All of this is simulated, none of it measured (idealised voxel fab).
Herein follows the process module entitled voxel air gaps.
It is cross-section cut that appears here, measuring 185 nm in width, its square cells being 5 nm in size.
Cross-section = grid of square cells, listed top down in bands; band = one or more rows.
Top height, bottom height, nm. Materials left to right, width each, nm. Single material + "everywhere" = fills band edge to edge. "blank" = empty.
Height 0 is the level under which the wafer as received is all one material. The lowest band goes on downwards, as in "from 0 down".
Think of "30 to 40" as a width that walks from the first number to the second as you go down the band, top row to bottom row, taking equal-sized steps from row to row.
"no modification" for a step: no cell of the cross-section changed in that step.
"Enclosed void entries" enumerates empty spaces isolated from the top, with no open way to it, that contain at least 8 cells, giving each as width x height at distance from the left edge, all three in nm.
The remark found on a step's line after its settings is issued by the simulator itself and pertains to that step.
overlay nm: mask offset rightward from planned place, masked step; negative means leftward offset.
Planned process steps:
1: op RECEIVE | material Si
2: op CONFORMAL_DEP | material SiO2 | thk nm 10
3: op CONFORMAL_DEP | material SiN | thk nm 5
4: op DIRECTIONAL_DEP | material lowk | thk nm 30
5: op PATTERN | tone open | mask id LINES | material resist | width nm 20 | pitch nm 45 | thk nm 15 | overlay nm 0
6: op DIRECTIONAL_ETCH | etch materials lowk | depth nm 30
7: op STRIP | etch materials resist
8: op CONFORMAL_DEP | material TiN | thk nm 5
9: op FILL_DEP | material W | thk nm 10
10: op CMP | height nm 45
11: op EPI | material Ru | thk nm 10
12: op SELECTIVE_ETCH | etch materials lowk | depth nm 40
13: op CONFORMAL_DEP | material SiN | thk nm 5
Cross-section of the wafer upon arrival, representing the state reached after step 1:
> from 0 down  Si everywhere
> Enclosed void entries: none
Look at the cross-section after the module: the wafer started out the way shown above and the plan was the one shown above, yet one mistake was made along the way:
> from 70 to 65  blank: 10 / SiN: 160 / blank: 15
> from 65 to 45  blank: 10 / SiN: 5 / Ru: 150 / SiN: 5 / blank: 15
> from 45 to 40  blank: 10 / SiN: 25 / TiN: 5 / W: 10 / TiN: 5 / lowk: 25 / TiN: 5 / W: 10 / TiN: 5 / lowk: 25 / TiN: 5 / W: 10 / TiN: 5 / SiN: 25 / blank: 15
> from 40 to 20  blank: 30 / SiN: 5 / TiN: 5 / W: 10 / TiN: 5 / lowk: 25 / TiN: 5 / W: 10 / TiN: 5 / lowk: 25 / TiN: 5 / W: 10 / TiN: 5 / SiN: 5 / blank: 35
> from 20 to 15  SiN: 35 / TiN: 20 / lowk: 25 / TiN: 20 / lowk: 25 / TiN: 20 / SiN: 40
> from 15 to 10  SiN everywhere
> from 10 to 0  SiO2 everywhere
> from 0 down  Si everywhere
> Enclosed void entries: none
What went wrong in running the wafer? the plan had its step 11 run twice
